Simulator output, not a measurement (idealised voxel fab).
The following process module bears the name voxel fin reveal.
Pictured: cross-section cut, 290 nm wide, on a grid of 5 nm square cells.
A cross-section is a grid of square cells, given in bands from the top down. A band is one or more rows of cells. A band entry consists of two parts. The first gives the height of the band's top and the height of its bottom, in nm. The rest lists the band's materials from left to right, each with its width in nm. A single material labelled with the word "everywhere" fills the band from edge to edge, and the word "blank" marks empty space. Where do heights start? At 0: under that level the wafer as delivered is made of one material only. And the lowest band has no floor; it just carries on downward, as in "top 0, no bottom". It should be noted that a width expressed as "30..40" varies in equal increments from row to row of cells within the band, taking the value of the first number at the top row and that of the second number at the bottom row. Key: "no change occurred" - step with no changed cell in the cross-section. Any empty space of 8 cells or more lacking an open way to the top shows up in "Sealed internal voids" as width x height at distance, distance from the left edge, in nm. Whatever follows a step's settings on its line is a remark the simulator itself makes about that step. overlay nm, on a step with a mask: how far to the right of its planned place the mask lay; to the left if negative.

THE PLANNED PROCESS STEPS ARE ENUMERATED HEREUNDER
1) RECEIVE with material Si
2) CONFORMAL_DEP with material SiN, thk nm 5
3) DIRECTIONAL_DEP with material aC, thk nm 10
4) PATTERN with tone cover, mask id FINS, material resist, width nm 15, pitch nm 35, thk nm 30, overlay nm 0
5) DIRECTIONAL_ETCH with etch materials aC, depth nm 10
6) STRIP with etch materials resist
7) DIRECTIONAL_ETCH with etch materials SiN, depth nm 5
8) DIRECTIONAL_ETCH with etch materials Si, depth nm 30
9) STRIP with etch materials aC
10) OXIDIZE with depth nm 5
11) FILL_DEP with material SiO2, thk nm 15
12) CMP with height nm 5
13) SELECTIVE_ETCH with etch materials SiO2, depth nm 20
14) STRIP with etch materials SiN
15) CONFORMAL_DEP with material HfO2, thk nm 5

AS RECEIVED (POST STEP 1): CROSS-SECTION
    top 0, no bottom = Si everywhere
    Sealed internal voids: none

THE PLAN ABOVE WAS CARRIED OUT ON THE STARTING STRUCTURE ABOVE WITH ONE MISTAKE, AND THIS CROSS-SECTION SHOWS THE WAFER AT THE END OF THE MODULE
    top 5, bottom 0 = blank 120, HfO2 20, blank 15, HfO2 20, blank 115
    top 0, bottom -10 = blank 120, HfO2 5, Si 10, HfO2 5, blank 15, HfO2 5, Si 10, HfO2 5, blank 115
    top -10, bottom -15 = HfO2 125, Si 10, HfO2 25, Si 10, HfO2 120
    top -15, bottom -35 = SiO2 125, Si 10, SiO2 25, Si 10, SiO2 120
    top -35, no bottom = Si everywhere
    Sealed internal voids: none
Run error: step 4 did not use the planned setting and instead ran as PATTERN with tone cover, mask id FINS, material resist, width nm 20, pitch nm 35, thk nm 30, overlay nm 0
